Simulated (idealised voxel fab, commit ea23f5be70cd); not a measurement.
Module name: voxel wiring stack (process module)
Xsec cut, 265 nm wide, square cell size 5 nm.
Cross-section = grid of square cells, listed top down in bands; band = one or more rows. Heights first: top, then bottom, in nm. Then materials, left to right, each with a width in nm. "all across" on a single material: fills the band edge to edge. "blank": empty space. Height datum 0, below which the as-received substrate wafer is one material. Lowest band open at the bottom, running downward: "0 nm and below". Top row gets the first number, bottom row gets the second, and each row in between changes by the same step: that is how a band width like "30->40" works. Take "identical to before" at face value: in the step it is given for, the cross-section changed in none of its cells. Entry "Fully sealed voids" = empty spaces >= 8 cells with no open way to the top; each as width x height at distance, distance from left edge, all nm. That trailing text on a step's line, after the settings, is the simulator's own remark on the step. The optional step-line setting "overlay nm" applies to steps with a mask and quantifies how far to the right of its planned location the mask lay, a negative value indicating leftward placement.

Set out below are the planned steps of the process
1. RECEIVE: material Si
2. CONFORMAL_DEP: material SiO2, thk nm 15
3. DIRECTIONAL_DEP: material TiN, thk nm 5
4. DIRECTIONAL_DEP: material Ru, thk nm 20
5. MASKED_ETCH: tone cover, mask id METAL_1, width nm 30, pitch nm 50, etch materials Ru, depth nm 20, overlay nm 0
6. MASKED_ETCH: tone cover, mask id METAL_1, width nm 30, pitch nm 50, etch materials TiN, depth nm 5, overlay nm 0
7. FILL_DEP: material SiO2, thk nm 5
8. CMP: height nm 40
9. CONFORMAL_DEP: material SiCN, thk nm 5
10. DIRECTIONAL_DEP: material lowk, thk nm 15
11. MASKED_ETCH: tone open, mask id PLUG_1, width nm 15, pitch nm 100, etch materials lowk, depth nm 15, overlay nm 0
12. MASKED_ETCH: tone open, mask id PLUG_1, width nm 15, pitch nm 100, etch materials SiCN, depth nm 5, overlay nm 0
13. CONFORMAL_DEP: material TiN, thk nm 5
14. FILL_DEP: material Cu, thk nm 10
15. CMP: height nm 60
16. DIRECTIONAL_DEP: material TiN, thk nm 5
17. DIRECTIONAL_DEP: material Ru, thk nm 15
18. DIRECTIONAL_DEP: material aC, thk nm 15
19. PATTERN: tone cover, mask id METAL_2, material resist, width nm 30, pitch nm 50, thk nm 30, overlay nm 0
20. DIRECTIONAL_ETCH: etch materials aC, depth nm 15
21. STRIP: etch materials resist
22. DIRECTIONAL_ETCH: etch materials Ru, depth nm 15
23. DIRECTIONAL_ETCH: etch materials TiN, depth nm 5
24. STRIP: etch materials aC
25. CONFORMAL_DEP: material SiCN, thk nm 5
26. FILL_DEP: material lowk, thk nm 5
27. CMP: height nm 80
28. CONFORMAL_DEP: material SiCN, thk nm 5
29. DIRECTIONAL_DEP: material SiO2, thk nm 15
30. MASKED_ETCH: tone open, mask id PLUG_2, width nm 15, pitch nm 100, etch materials SiO2, depth nm 15, overlay nm 0
31. MASKED_ETCH: tone open, mask id PLUG_2, width nm 15, pitch nm 100, etch materials SiCN, depth nm 5, overlay nm 0
32. EPI: material Ru, thk nm 10
33. EPI: material Ru, thk nm 10
34. DIRECTIONAL_DEP: material TiN, thk nm 5
35. DIRECTIONAL_DEP: material Ru, thk nm 20
36. MASKED_ETCH: tone cover, mask id METAL_3, width nm 30, pitch nm 50, etch materials Ru, depth nm 20, overlay nm 0
37. MASKED_ETCH: tone cover, mask id METAL_3, width nm 30, pitch nm 50, etch materials TiN, depth nm 5, overlay nm 0
38. FILL_DEP: material SiO2, thk nm 5
39. CMP: height nm 125
40. CONFORMAL_DEP: material SiCN, thk nm 5
41. DIRECTIONAL_DEP: material lowk, thk nm 15
42. MASKED_ETCH: tone open, mask id PLUG_3, width nm 15, pitch nm 50, etch materials lowk, depth nm 15, overlay nm 0
43. MASKED_ETCH: tone open, mask id PLUG_3, width nm 15, pitch nm 50, etch materials SiCN, depth nm 5, overlay nm 0
44. EPI: material Ru, thk nm 10
45. EPI: material Ru, thk nm 10
46. CONFORMAL_DEP: material SiN, thk nm 5
47. DIRECTIONAL_DEP: material lowk, thk nm 15
48. MASKED_ETCH: tone open, mask id METAL_4, width nm 30, pitch nm 50, etch materials lowk, depth nm 15, overlay nm 0
49. MASKED_ETCH: tone open, mask id METAL_4, width nm 30, pitch nm 50, etch materials SiN, depth nm 5, overlay nm 0
50. CONFORMAL_DEP: material TiN, thk nm 5
51. FILL_DEP: material Ru, thk nm 10
52. CMP: height nm 165
53. CONFORMAL_DEP: material SiCN, thk nm 5

Cross-section of the incoming wafer, state after step 1
  0 nm and below = Si all across
  Fully sealed voids: none

End-of-module cross-section of the first of two wafers, processed as planned
  170 nm to 165 nm = SiCN all across
  165 nm to 150 nm = lowk (40), TiN (5), Ru (20), TiN (5), lowk (20), TiN (5), Ru (20), TiN (5), lowk (20), TiN (5), Ru (20), TiN (5), lowk (20), TiN (5), Ru (20), TiN (5), lowk (45)
  150 nm to 145 nm = SiN (40), TiN (30), SiN (20), TiN (30), SiN (20), TiN (30), SiN (20), TiN (30), SiN (45)
  145 nm to 130 nm = lowk (40), Ru (15), lowk (35), Ru (15), lowk (35), Ru (15), lowk (35), Ru (15), lowk (60)
  130 nm to 125 nm = SiCN (40), Ru (15), SiCN (35), Ru (15), SiCN (35), Ru (15), SiCN (35), Ru (15), SiCN (60)
  125 nm to 105 nm = SiO2 (40), Ru (30), SiO2 (20), Ru (30), SiO2 (20), Ru (30), SiO2 (20), Ru (30), SiO2 (45)
  105 nm to 100 nm = SiO2 (40), TiN (30), SiO2 (20), TiN (30), SiO2 (20), TiN (30), SiO2 (20), TiN (30), SiO2 (45)
  100 nm to 85 nm = SiO2 (40), Ru (15), SiO2 (85), Ru (15), SiO2 (110)
  85 nm to 80 nm = SiCN (40), Ru (15), SiCN (85), Ru (15), SiCN (110)
  80 nm to 65 nm = lowk (35), SiCN (5), Ru (30), SiCN (5), lowk (10), SiCN (5), Ru (30), SiCN (5), lowk (10), SiCN (5), Ru (30), SiCN (5), lowk (10), SiCN (5), Ru (30), SiCN (5), lowk (40)
  65 nm to 60 nm = SiCN (40), TiN (30), SiCN (20), TiN (30), SiCN (20), TiN (30), SiCN (20), TiN (30), SiCN (45)
  60 nm to 45 nm = lowk (40), TiN (5), Cu (5), TiN (5), lowk (85), TiN (5), Cu (5), TiN (5), lowk (110)
  45 nm to 40 nm = SiCN (40), TiN (15), SiCN (85), TiN (15), SiCN (110)
  40 nm to 20 nm = SiO2 (40), Ru (30), SiO2 (20), Ru (30), SiO2 (20), Ru (30), SiO2 (20), Ru (30), SiO2 (45)
  20 nm to 15 nm = SiO2 (40), TiN (30), SiO2 (20), TiN (30), SiO2 (20), TiN (30), SiO2 (20), TiN (30), SiO2 (45)
  15 nm to 0 nm = SiO2 all across
  0 nm and below = Si all across
  Fully sealed voids: none

Second wafer through the module, sectioned at the end: same beginning and same plan as the first wafer, with one mistake in carrying it out
  170 nm to 165 nm = SiCN all across
  165 nm to 150 nm = lowk (40), TiN (5), Ru (20), TiN (5), lowk (20), TiN (5), Ru (20), TiN (5), lowk (20), TiN (5), Ru (20), TiN (5), lowk (20), TiN (5), Ru (20), TiN (5), lowk (45)
  150 nm to 145 nm = SiN (40), TiN (30), SiN (20), TiN (30), SiN (20), TiN (30), SiN (20), TiN (30), SiN (45)
  145 nm to 130 nm = lowk (40), Ru (15), lowk (35), Ru (15), lowk (35), Ru (15), lowk (35), Ru (15), lowk (60)
  130 nm to 125 nm = SiCN (40), Ru (15), SiCN (35), Ru (15), SiCN (35), Ru (15), SiCN (35), Ru (15), SiCN (60)
  125 nm to 105 nm = SiO2 (40), Ru (30), SiO2 (20), Ru (30), SiO2 (20), Ru (30), SiO2 (20), Ru (30), SiO2 (45)
  105 nm to 100 nm = SiO2 (40), TiN (30), SiO2 (20), TiN (30), SiO2 (20), TiN (30), SiO2 (20), TiN (30), SiO2 (45)
  100 nm to 85 nm = SiO2 (40), Ru (15), SiO2 (85), Ru (15), SiO2 (110)
  85 nm to 80 nm = SiCN (40), Ru (15), SiCN (85), Ru (15), SiCN (110)
  80 nm to 65 nm = lowk (35), SiCN (5), Ru (30), SiCN (5), lowk (10), SiCN (5), Ru (30), SiCN (5), lowk (10), SiCN (5), Ru (30), SiCN (5), lowk (10), SiCN (5), Ru (30), SiCN (5), lowk (40)
  65 nm to 60 nm = SiCN (40), TiN (30), SiCN (20), TiN (30), SiCN (20), TiN (30), SiCN (20), TiN (30), SiCN (45)
  60 nm to 50 nm = Cu (35), TiN (5), lowk (15), TiN (5), Cu (75), TiN (5), lowk (15), TiN (5), Cu (105)
  50 nm to 45 nm = TiN (40), lowk (15), TiN (85), lowk (15), TiN (110)
  45 nm to 40 nm = SiCN all across
  40 nm to 20 nm = SiO2 (40), Ru (30), SiO2 (20), Ru (30), SiO2 (20), Ru (30), SiO2 (20), Ru (30), SiO2 (45)
  20 nm to 15 nm = SiO2 (40), TiN (30), SiO2 (20), TiN (30), SiO2 (20), TiN (30), SiO2 (20), TiN (30), SiO2 (45)
  15 nm to 0 nm = SiO2 all across
  0 nm and below = Si all across
  Fully sealed voids: none
Diagnosis: it should be noted that step 11 was executed with settings other than those planned, the operation and settings actually applied being MASKED_ETCH: tone cover, mask id PLUG_1, width nm 15, pitch nm 100, etch materials lowk, depth nm 15, overlay nm 0
Looking at both finished wafers in cells, the second ends up ahead of or behind the first on some materials: Cu +80; SiCN +6; TiN +37; lowk -123
